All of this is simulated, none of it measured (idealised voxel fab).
Process module name: voxel double patterning
In the cross-section labelled cut, the width is 290 nm and each square cell is 5 nm.
Bands, listed from the top down, are how a cross-section gets written in this document; the cross-section itself is a grid of square cells, and a band is one or more rows of them. Within each band entry, the heights of the top and of the bottom of the band appear first, in that order and in nm; the materials of the band then follow from left to right, each with its corresponding width in nm. The designation "throughout" on a single material indicates that it fills the band from edge to edge; the designation "air" indicates empty space. Heights are reckoned from 0. Under this level, the received wafer is all of one material. The bottommost band is open-ended downward, for example "0..down". Quick explanation for "30->40": the width changes in equal steps down the rows of cells, from the first number in the band's top row to the second number in its bottom row. When a step is marked "no modifications", none of the cells in the cross-section changed during that step. Under "Closed void catalog" you'll find the enclosed gaps, the ones with no way out to the top, that are 8 cells or bigger; each reads width x height at distance, with distance counted from the left edge, everything in nm. That trailing text on a step's line, after the settings, is the simulator's own remark on the step. Steps that use a mask can have "overlay nm" on their line. It says how far the mask sat to the right of where it was meant to be. Negative means to the left.

**List of planned process steps**
| 1 | RECEIVE with material Si |
| 2 | CONFORMAL_DEP with material SiO2, thk nm 10 |
| 3 | DIRECTIONAL_DEP with material TiN, thk nm 10 |
| 4 | DIRECTIONAL_DEP with material SiN, thk nm 10 |
| 5 | DIRECTIONAL_DEP with material aC, thk nm 15 |
| 6 | PATTERN with tone open, mask id FIRST, material resist, width nm 15, pitch nm 50, thk nm 30, overlay nm -15 |
| 7 | DIRECTIONAL_ETCH with etch materials aC, depth nm 15 |
| 8 | STRIP with etch materials resist |
| 9 | DIRECTIONAL_ETCH with etch materials SiN, depth nm 10 |
| 10 | STRIP with etch materials aC |
| 11 | PATTERN with tone open, mask id SECOND, material resist, width nm 15, thk nm 20, overlay nm 0 |
| 12 | DIRECTIONAL_ETCH with etch materials SiN, depth nm 10 |
| 13 | STRIP with etch materials resist |
| 14 | DIRECTIONAL_ETCH with etch materials TiN, depth nm 10 |
| 15 | STRIP with etch materials SiN |
The plan's step 6 overlay nm is the first wafer's value; the wafers differ in this setting and start identical.

**Cross-sectional view of the first of several wafers in the as-received condition, corresponding to the state following step 1**
    0..down  Si throughout
    Closed void catalog: none

**Where each wafer stands at the end of the module, a row apiece: cells of each material gained (+) or lost (-) since it was received, then closed voids**
overlay nm -15 | +116 SiO2 | +100 TiN | Closed void catalog: none
overlay nm -10 | +116 SiO2 | +98 TiN | Closed void catalog: none
overlay nm -5 | +116 SiO2 | +98 TiN | Closed void catalog: none
overlay nm 0 | +116 SiO2 | +98 TiN | Closed void catalog: none
overlay nm 5 | +116 SiO2 | +98 TiN | Closed void catalog: none
overlay nm 10 | +116 SiO2 | +98 TiN | Closed void catalog: none
overlay nm 15 | +116 SiO2 | +100 TiN | Closed void catalog: none
